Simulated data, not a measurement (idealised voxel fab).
Documented hereafter: the process module known as voxel ribs on slabs.
FYI the section here is cut, 260 nm wide, cells are 5 nm squares.
A cross-section in this document is a grid of square cells, and it is written down as bands, the top band listed before the ones below it; a band is made up of one or more rows of cells.
Top height, bottom height, nm. Materials left to right, width each, nm. Single material + "everywhere" = fills band edge to edge. "air" = empty.
Heights are reckoned from 0. Under this level, the received wafer is all of one material. The bottommost band is open-ended downward, for example "0 down".
You'd read "30 to 40" like this: the band's top row of cells is as wide as the first number, its bottom row is as wide as the second, and going down, every row changes width by the same amount as the row before did.
Step marked "no modification"? Then no cell in the cross-section changed in it.
Listed in "Voids, enclosed": every empty space of 8 or more cells without an open way to the top. Form: width x height at distance, the distance being from the left edge, all in nm.
Past the settings on a step's line: simulator remark, on that step.
"overlay nm" denotes, for a step that has a mask, the displacement of the mask to the right of its planned place, with negative values corresponding to the left.

Planned process steps:
1,RECEIVE (material Si)
2,DIRECTIONAL_DEP (material SiO2; thk nm 30)
3,DIRECTIONAL_DEP (material SiN; thk nm 20)
4,DIRECTIONAL_DEP (material aC; thk nm 10)
5,PATTERN (tone cover; mask id RIB; material resist; width nm 20; thk nm 25; overlay nm 0)
6,DIRECTIONAL_ETCH (etch materials aC; depth nm 10)
7,STRIP (etch materials resist)
8,DIRECTIONAL_ETCH (etch materials SiN; depth nm 5)
9,STRIP (etch materials aC)
10,PATTERN (tone cover; mask id SLAB; material resist; width nm 70; thk nm 15; overlay nm 0)
11,DIRECTIONAL_ETCH (etch materials SiN; depth nm 15)
12,STRIP (etch materials resist)
13,FILL_DEP (material SiO2; thk nm 30)
14,CMP (height nm 70)
15,DIRECTIONAL_DEP (material TiN; thk nm 5)
16,MASKED_ETCH (tone cover; mask id HEATER; width nm 30; etch materials TiN; depth nm 5; overlay nm -15)
17,CONFORMAL_DEP (material SiO2; thk nm 5)
Don't read the plan's overlay nm for step 16 as applying to every wafer: that's the first wafer's value, and the wafers differ in it, though they all start identical.

Cross-section of the first of several received wafers, showing its state after step 1:
	0 down: Si everywhere
	Voids, enclosed: none

Table: wafers, a row each; end-of-module cell change per material since receipt, gain (+), loss (-); then closed voids:
overlay nm -15, +46 SiN, +736 SiO2, +6 TiN, Voids, enclosed: none
overlay nm -10, +46 SiN, +736 SiO2, +6 TiN, Voids, enclosed: none
overlay nm -5, +46 SiN, +736 SiO2, +6 TiN, Voids, enclosed: none
overlay nm 0, +46 SiN, +736 SiO2, +6 TiN, Voids, enclosed: none
overlay nm 5, +46 SiN, +736 SiO2, +6 TiN, Voids, enclosed: none
overlay nm 10, +46 SiN, +736 SiO2, +6 TiN, Voids, enclosed: none
overlay nm 15, +46 SiN, +736 SiO2, +6 TiN, Voids, enclosed: none
